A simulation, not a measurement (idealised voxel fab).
Process module heading - voxel capacitor over wiring
Square cells of 5 nm make up the cross-section cut, whose width is 245 nm.
In this document a cross-section is written as a grid of square cells. It is given as a series of bands, listed from the top down, and a band is one or more rows of cells.
The band entry comprises the height of the band's top followed by the height of its bottom, expressed in nm, and subsequently the band's materials from left to right, each stated together with its width in nm. Where a single material is marked with the word "all across", that material fills the band from edge to edge. The word "blank" represents empty space.
The reference from which all heights are counted is 0, the level beneath which the as-received wafer is entirely one material; the lowest band, having no lower bound, proceeds downward and is written after the example "0 down".
A width given as "30->40" starts at the first number in the band's top row and ends at the second number in its bottom row, shifting by an equal amount at every step from row to row.
Step note "nothing was modified" = no cross-section cell changed.
This entry, "Closed internal cavities", enumerates those empty regions of no fewer than 8 cells that possess no open connection to the top. Each region is reported in the form width x height at distance, the distance being taken from the left edge, with all three quantities expressed in nm.
Heads up: the bit after the settings on a step's line is the simulator's remark on that step.
overlay nm, on a step with a mask: how far to the right of its planned place the mask lay; to the left if negative

Planned process steps
- 1: RECEIVE: material Si
- 2: CONFORMAL_DEP: material SiO2, thk nm 15
- 3: DIRECTIONAL_DEP: material TiN, thk nm 5
- 4: DIRECTIONAL_DEP: material Ru, thk nm 20
- 5: PATTERN: tone cover, mask id METAL_1, material resist, width nm 25, pitch nm 75, thk nm 20, overlay nm 0
- 6: DIRECTIONAL_ETCH: etch materials Ru, depth nm 20
- 7: DIRECTIONAL_ETCH: etch materials TiN, depth nm 5
- 8: STRIP: etch materials resist
- 9: CONFORMAL_DEP: material SiN, thk nm 5
- 10: FILL_DEP: material lowk, thk nm 10
- 11: CMP: height nm 40
- 12: CONFORMAL_DEP: material SiCN, thk nm 5
- 13: DIRECTIONAL_DEP: material SiO2, thk nm 10
- 14: PATTERN: tone open, mask id PLUG_1, material resist, width nm 15, thk nm 20, overlay nm 0
- 15: DIRECTIONAL_ETCH: etch materials SiO2, depth nm 10
- 16: DIRECTIONAL_ETCH: etch materials SiCN, depth nm 5
- 17: STRIP: etch materials resist
- 18: CONFORMAL_DEP: material TiN, thk nm 5
- 19: FILL_DEP: material Ru, thk nm 5
- 20: CMP: height nm 55
- 21: DIRECTIONAL_DEP: material TiN, thk nm 5
- 22: DIRECTIONAL_DEP: material HfO2, thk nm 5
- 23: DIRECTIONAL_DEP: material TiN, thk nm 10
- 24: DIRECTIONAL_DEP: material aC, thk nm 10
- 25: PATTERN: tone cover, mask id UPPER_PLATE, material resist, width nm 55, thk nm 30, overlay nm 0
- 26: DIRECTIONAL_ETCH: etch materials aC, depth nm 10
- 27: STRIP: etch materials resist
- 28: DIRECTIONAL_ETCH: etch materials TiN, depth nm 10
- 29: DIRECTIONAL_ETCH: etch materials HfO2, depth nm 5
- 30: STRIP: etch materials aC
- 31: DIRECTIONAL_DEP: material aC, thk nm 15
- 32: PATTERN: tone cover, mask id LOWER_PLATE, material resist, width nm 65, thk nm 30, overlay nm 0
- 33: DIRECTIONAL_ETCH: etch materials aC, depth nm 15
- 34: STRIP: etch materials resist
- 35: DIRECTIONAL_ETCH: etch materials TiN, depth nm 5
- 36: STRIP: etch materials aC
- 37: FILL_DEP: material SiO2, thk nm 20
- 38: CMP: height nm 90
- 39: DIRECTIONAL_DEP: material aC, thk nm 10
- 40: PATTERN: tone open, mask id PLUG_2, material resist, width nm 15, thk nm 30, overlay nm 0
- 41: DIRECTIONAL_ETCH: etch materials aC, depth nm 10
- 42: STRIP: etch materials resist
- 43: DIRECTIONAL_ETCH: etch materials SiO2, depth nm 15
- 44: STRIP: etch materials aC
- 45: CONFORMAL_DEP: material TiN, thk nm 5
- 46: FILL_DEP: material Cu, thk nm 10
- 47: CMP: height nm 90
- 48: CONFORMAL_DEP: material SiCN, thk nm 5

As-received state of the wafer in cross-section, equivalent to post-step 1
	0 down = Si all across
	Closed internal cavities: none

Run as planned - first of the two wafers cross-sectioned at the end of the module
	95 to 90 = SiCN all across
	90 to 80 = 90 SiO2, then 5 TiN, then 5 Cu, then 5 TiN, then 140 SiO2
	80 to 75 = 90 SiO2, then 15 TiN, then 140 SiO2
	75 to 65 = 80 SiO2, then 55 TiN, then 110 SiO2
	65 to 60 = 80 SiO2, then 55 HfO2, then 110 SiO2
	60 to 55 = 75 SiO2, then 65 TiN, then 105 SiO2
	55 to 45 = 80 SiO2, then 5 TiN, then 5 Ru, then 5 TiN, then 150 SiO2
	45 to 40 = 80 SiCN, then 15 TiN, then 150 SiCN
	40 to 20 = 65 lowk, then 5 SiN, then 25 Ru, then 5 SiN, then 40 lowk, then 5 SiN, then 25 Ru, then 5 SiN, then 70 lowk
	20 to 15 = 70 SiN, then 25 TiN, then 50 SiN, then 25 TiN, then 75 SiN
	15 to 0 = SiO2 all across
	0 down = Si all across
	Closed internal cavities: none

Wafer two, sectioned after the module: the first wafer's start, the first wafer's plan, and one mistake in how it was run
	95 to 90 = SiCN all across
	90 to 85 = 90 SiO2, then 15 TiN, then 140 SiO2
	85 to 75 = 80 SiO2, then 55 TiN, then 110 SiO2
	75 to 70 = 80 SiO2, then 55 HfO2, then 110 SiO2
	70 to 60 = HfO2 all across
	60 to 55 = TiN all across
	55 to 45 = 80 SiO2, then 5 TiN, then 5 Ru, then 5 TiN, then 150 SiO2
	45 to 40 = 80 SiCN, then 15 TiN, then 150 SiCN
	40 to 20 = 65 lowk, then 5 SiN, then 25 Ru, then 5 SiN, then 40 lowk, then 5 SiN, then 25 Ru, then 5 SiN, then 70 lowk
	20 to 15 = 70 SiN, then 25 TiN, then 50 SiN, then 25 TiN, then 75 SiN
	15 to 0 = SiO2 all across
	0 down = Si all across
	Closed internal cavities: none
In executing the process, a mistake was made relative to the plan: so step 22 ended up running with a different setting than we planned, it ran as DIRECTIONAL_DEP: material HfO2, thk nm 15
Looking at both finished wafers in cells, the second ends up ahead of or behind the first on some materials: 2 fewer of Cu; 98 more of HfO2; 128 fewer of SiO2; 32 more of TiN
